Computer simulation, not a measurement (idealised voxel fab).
Proc. module: voxel wiring stack
The width of the displayed cross-section, cut, is 265 nm; its cells are square, with a size of 5 nm.
Reading order for cross-sections: top band down to bottom band. Underlying form: a grid of square cells. Band size: one or more rows of cells. Heights first: top, then bottom, in nm. Then materials, left to right, each with a width in nm. "full width" on a single material: fills the band edge to edge. "blank": empty space. Height is counted from the level 0, under which the received wafer is composed throughout of one material. The lowest of the bands is not closed at the bottom but continues downward, in the notation "z 0 and below". You'd read "30->40" like this: the band's top row of cells is as wide as the first number, its bottom row is as wide as the second, and going down, every row changes width by the same amount as the row before did. What does "no change" mean for a step? It means no cell of the cross-section changed in that step. Under "Enclosed internal cavities" you'll find the enclosed gaps, the ones with no way out to the top, that are 8 cells or bigger; each reads width x height at distance, with distance counted from the left edge, everything in nm. Whatever follows a step's settings on its line is a remark the simulator itself makes about that step. What "overlay nm" on a step's line means: if the step has a mask, that mask lay this far to the right of its planned place, or, when the value is negative, to the left.

List of planned process steps
- 1: RECEIVE [material Si]
- 2: CONFORMAL_DEP [material SiO2] [thk nm 15]
- 3: CONFORMAL_DEP [material SiN] [thk nm 5]
- 4: DIRECTIONAL_DEP [material lowk] [thk nm 15]
- 5: PATTERN [tone open] [mask id METAL_1] [material resist] [width nm 25] [pitch nm 45] [thk nm 15] [overlay nm 0]
- 6: DIRECTIONAL_ETCH [etch materials lowk] [depth nm 15]
- 7: DIRECTIONAL_ETCH [etch materials SiN] [depth nm 5]
- 8: STRIP [etch materials resist]
- 9: CONFORMAL_DEP [material TiN] [thk nm 5]
- 10: FILL_DEP [material Cu] [thk nm 5]
- 11: CMP [height nm 35]
- 12: EPI [material Ru] [thk nm 5]
- 13: FILL_DEP [material SiCN] [thk nm 5]
- 14: DIRECTIONAL_DEP [material SiO2] [thk nm 10]
- 15: MASKED_ETCH [tone open] [mask id PLUG_1] [width nm 15] [pitch nm 90] [etch materials SiO2] [depth nm 10] [overlay nm 0]
- 16: MASKED_ETCH [tone open] [mask id PLUG_1] [width nm 15] [pitch nm 90] [etch materials SiCN] [depth nm 5] [overlay nm 0]
- 17: EPI [material Ru] [thk nm 10]
- 18: EPI [material Ru] [thk nm 5]
- 19: CONFORMAL_DEP [material SiN] [thk nm 5]
- 20: DIRECTIONAL_DEP [material SiO2] [thk nm 20]
- 21: MASKED_ETCH [tone open] [mask id METAL_2] [width nm 25] [pitch nm 45] [etch materials SiO2] [depth nm 20] [overlay nm 0]
- 22: MASKED_ETCH [tone open] [mask id METAL_2] [width nm 25] [pitch nm 45] [etch materials SiN] [depth nm 5] [overlay nm 0]
- 23: CONFORMAL_DEP [material TiN] [thk nm 5]
- 24: FILL_DEP [material Cu] [thk nm 10]
- 25: CMP [height nm 80]
- 26: CONFORMAL_DEP [material SiCN] [thk nm 5]
- 27: DIRECTIONAL_DEP [material SiO2] [thk nm 25]
- 28: DIRECTIONAL_DEP [material aC] [thk nm 10]
- 29: PATTERN [tone open] [mask id METAL_3] [material resist] [width nm 25] [pitch nm 45] [thk nm 30] [overlay nm 0]
- 30: DIRECTIONAL_ETCH [etch materials aC] [depth nm 10]
- 31: STRIP [etch materials resist]
- 32: DIRECTIONAL_ETCH [etch materials SiO2] [depth nm 15]
- 33: STRIP [etch materials aC]
- 34: DIRECTIONAL_DEP [material aC] [thk nm 10]
- 35: PATTERN [tone open] [mask id METAL_3_HOLES] [material resist] [width nm 15] [pitch nm 45] [thk nm 30] [overlay nm 0]
- 36: DIRECTIONAL_ETCH [etch materials aC] [depth nm 10]
- 37: STRIP [etch materials resist]
- 38: DIRECTIONAL_ETCH [etch materials SiO2] [depth nm 10]
- 39: DIRECTIONAL_ETCH [etch materials SiCN] [depth nm 5]
- 40: STRIP [etch materials aC]
- 41: CONFORMAL_DEP [material TiN] [thk nm 5]
- 42: FILL_DEP [material Cu] [thk nm 10]
- 43: CMP [height nm 110]
- 44: CONFORMAL_DEP [material SiCN] [thk nm 5]
- 45: DIRECTIONAL_DEP [material SiO2] [thk nm 30]
- 46: DIRECTIONAL_DEP [material aC] [thk nm 10]
- 47: PATTERN [tone open] [mask id METAL_4_HOLES] [material resist] [width nm 15] [pitch nm 90] [thk nm 25] [overlay nm 0]
- 48: DIRECTIONAL_ETCH [etch materials aC] [depth nm 10]
- 49: STRIP [etch materials resist]
- 50: DIRECTIONAL_ETCH [etch materials SiO2] [depth nm 30]
- 51: STRIP [etch materials aC]
- 52: MASKED_ETCH [tone open] [mask id METAL_4] [width nm 25] [pitch nm 45] [etch materials SiO2] [depth nm 20] [overlay nm -15]
- 53: MASKED_ETCH [tone open] [mask id METAL_4] [width nm 25] [pitch nm 45] [etch materials SiCN] [depth nm 5] [overlay nm 0]
- 54: CONFORMAL_DEP [material TiN] [thk nm 5]
- 55: FILL_DEP [material Ru] [thk nm 10]
- 56: CMP [height nm 145]
- 57: CONFORMAL_DEP [material SiCN] [thk nm 5]
What sets these wafers apart? The overlay nm at step 52. They all start alike, and the plan carries the first wafer's value.

Cross-section, first of several wafers, as delivered after step 1
	z 0 and below: Si full width
	Enclosed internal cavities: none

Quick key for the table: a row per wafer, taken at the end of the module. For each material it tells you how many cells the wafer gained (+) or lost (-) since it came in, and the closed voids come after
overlay nm -15 | +120 Cu | +94 Ru | +213 SiCN | +66 SiN | +784 SiO2 | +214 TiN | +99 lowk | Enclosed internal cavities: none
overlay nm -10 | +120 Cu | +88 Ru | +213 SiCN | +66 SiN | +792 SiO2 | +212 TiN | +99 lowk | Enclosed internal cavities: none
overlay nm -5 | +120 Cu | +88 Ru | +213 SiCN | +66 SiN | +792 SiO2 | +212 TiN | +99 lowk | Enclosed internal cavities: none
overlay nm 0 | +120 Cu | +88 Ru | +213 SiCN | +66 SiN | +792 SiO2 | +212 TiN | +99 lowk | Enclosed internal cavities: none
overlay nm 5 | +120 Cu | +94 Ru | +213 SiCN | +66 SiN | +784 SiO2 | +214 TiN | +99 lowk | Enclosed internal cavities: none
overlay nm 10 | +120 Cu | +100 Ru | +213 SiCN | +66 SiN | +776 SiO2 | +216 TiN | +99 lowk | Enclosed internal cavities: none
overlay nm 15 | +120 Cu | +106 Ru | +213 SiCN | +66 SiN | +768 SiO2 | +218 TiN | +99 lowk | Enclosed internal cavities: none
